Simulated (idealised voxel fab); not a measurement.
process module | voxel capacitor over wiring
cross-section cut | 295 nm wide | cells 5 nm
A cross-section is a grid of square cells, given in bands from the top down. A band is one or more rows of cells.
Each band's line starts with the height of the band's top and of its bottom, in nm. Then come its materials from left to right, each with its width in nm. One material with "throughout" fills the band from edge to edge. "air" is empty space.
Height 0 is the level under which the wafer as received is all one material. The lowest band goes on downwards, as in "0 down".
A width such as "30 to 40" changes by the same amount from each row of cells to the next, from the band's top row to its bottom row.
"no change" after a step means that no cell of the cross-section changed.
closed voids: empty space of 8 cells or more with no open way to the top, each as width x height at its distance from the left edge, in nm
after a step's settings: what the simulator itself notes on the step
overlay nm, on a step with a mask: how far to the right of its planned place the mask lay; to the left if negative
plan
1 op RECEIVE | material Si
2 op CONFORMAL_DEP | material SiO2 | thk nm 10
3 op CONFORMAL_DEP | material SiCN | thk nm 5
4 op DIRECTIONAL_DEP | material SiO2 | thk nm 25
5 op MASKED_ETCH | tone open | mask id METAL_1 | width nm 20 | pitch nm 85 | etch materials SiO2 | depth nm 25 | overlay nm 0
6 op MASKED_ETCH | tone open | mask id METAL_1 | width nm 20 | pitch nm 85 | etch materials SiCN | depth nm 5 | overlay nm 0
7 op CONFORMAL_DEP | material TiN | thk nm 5
8 op FILL_DEP | material W | thk nm 5
9 op CMP | height nm 40
10 op CONFORMAL_DEP | material SiCN | thk nm 5
11 op DIRECTIONAL_DEP | material lowk | thk nm 10
12 op DIRECTIONAL_DEP | material aC | thk nm 10
13 op PATTERN | tone open | mask id PLUG_1 | material resist | width nm 15 | thk nm 30 | overlay nm 0
14 op DIRECTIONAL_ETCH | etch materials aC | depth nm 10
15 op STRIP | etch materials resist
16 op DIRECTIONAL_ETCH | etch materials lowk | depth nm 10
17 op DIRECTIONAL_ETCH | etch materials SiCN | depth nm 5
18 op STRIP | etch materials aC
19 op EPI | material Ru | thk nm 10
20 op EPI | material Ru | thk nm 5
21 op DIRECTIONAL_DEP | material TiN | thk nm 10
22 op DIRECTIONAL_DEP | material HfO2 | thk nm 5
23 op DIRECTIONAL_DEP | material TiN | thk nm 5
24 op MASKED_ETCH | tone cover | mask id UPPER_PLATE | width nm 70 | etch materials TiN | depth nm 5 | overlay nm 0
25 op MASKED_ETCH | tone cover | mask id UPPER_PLATE | width nm 70 | etch materials HfO2 | depth nm 5 | overlay nm 0
26 op MASKED_ETCH | tone cover | mask id LOWER_PLATE | width nm 80 | etch materials TiN | depth nm 10 | overlay nm 0
27 op FILL_DEP | material SiO2 | thk nm 15
28 op CMP | height nm 85
29 op PATTERN | tone open | mask id PLUG_2 | material resist | width nm 15 | thk nm 20 | overlay nm 0
30 op DIRECTIONAL_ETCH | etch materials SiO2 | depth nm 10
31 op STRIP | etch materials resist
32 op CONFORMAL_DEP | material TiN | thk nm 5
33 op FILL_DEP | material Ru | thk nm 5
34 op CMP | height nm 85
35 op CONFORMAL_DEP | material SiCN | thk nm 5
as received, after step 1
  0 down: Si throughout
  closed voids: none
first wafer at the end, as planned
  90 to 85: SiCN throughout
  85 to 80: SiO2 110 | TiN 5 | Ru 5 | TiN 5 | SiO2 170
  80 to 70: SiO2 110 to 100 | TiN 15 to 70 | SiO2 170 to 125
  70 to 65: SiO2 100 | HfO2 70 | SiO2 125
  65 to 55: SiO2 95 | TiN 80 | SiO2 120
  55 to 45: lowk 100 | Ru 15 | lowk 180
  45 to 40: SiCN 100 | Ru 15 | SiCN 180
  40 to 15: SiO2 95 | TiN 5 | W 10 | TiN 5 | SiO2 65 | TiN 5 | W 10 | TiN 5 | SiO2 95
  15 to 10: SiCN 95 | TiN 20 | SiCN 65 | TiN 20 | SiCN 95
  10 to 0: SiO2 throughout
  0 down: Si throughout
  closed voids: none
second wafer at the end: like start, like plan, one mistake
  90 to 85: SiCN throughout
  85 to 80: SiO2 110 | TiN 5 | Ru 5 | TiN 5 | SiO2 170
  80 to 70: SiO2 110 to 100 | TiN 15 to 70 | SiO2 170 to 125
  70 to 65: SiO2 100 | HfO2 70 | SiO2 125
  65 to 55: SiO2 100 | TiN 70 | SiO2 125
  55 to 45: lowk 100 | Ru 15 | lowk 180
  45 to 40: SiCN 100 | Ru 15 | SiCN 180
  40 to 15: SiO2 95 | TiN 5 | W 10 | TiN 5 | SiO2 65 | TiN 5 | W 10 | TiN 5 | SiO2 95
  15 to 10: SiCN 95 | TiN 20 | SiCN 65 | TiN 20 | SiCN 95
  10 to 0: SiO2 throughout
  0 down: Si throughout
  closed voids: none
what went wrong: step 26 ran as: op MASKED_ETCH | tone cover | mask id LOWER_PLATE | width nm 70 | etch materials TiN | depth nm 10 | overlay nm 0
at the end the second wafer has, in cells: 4 more of SiO2 | 4 fewer of TiN
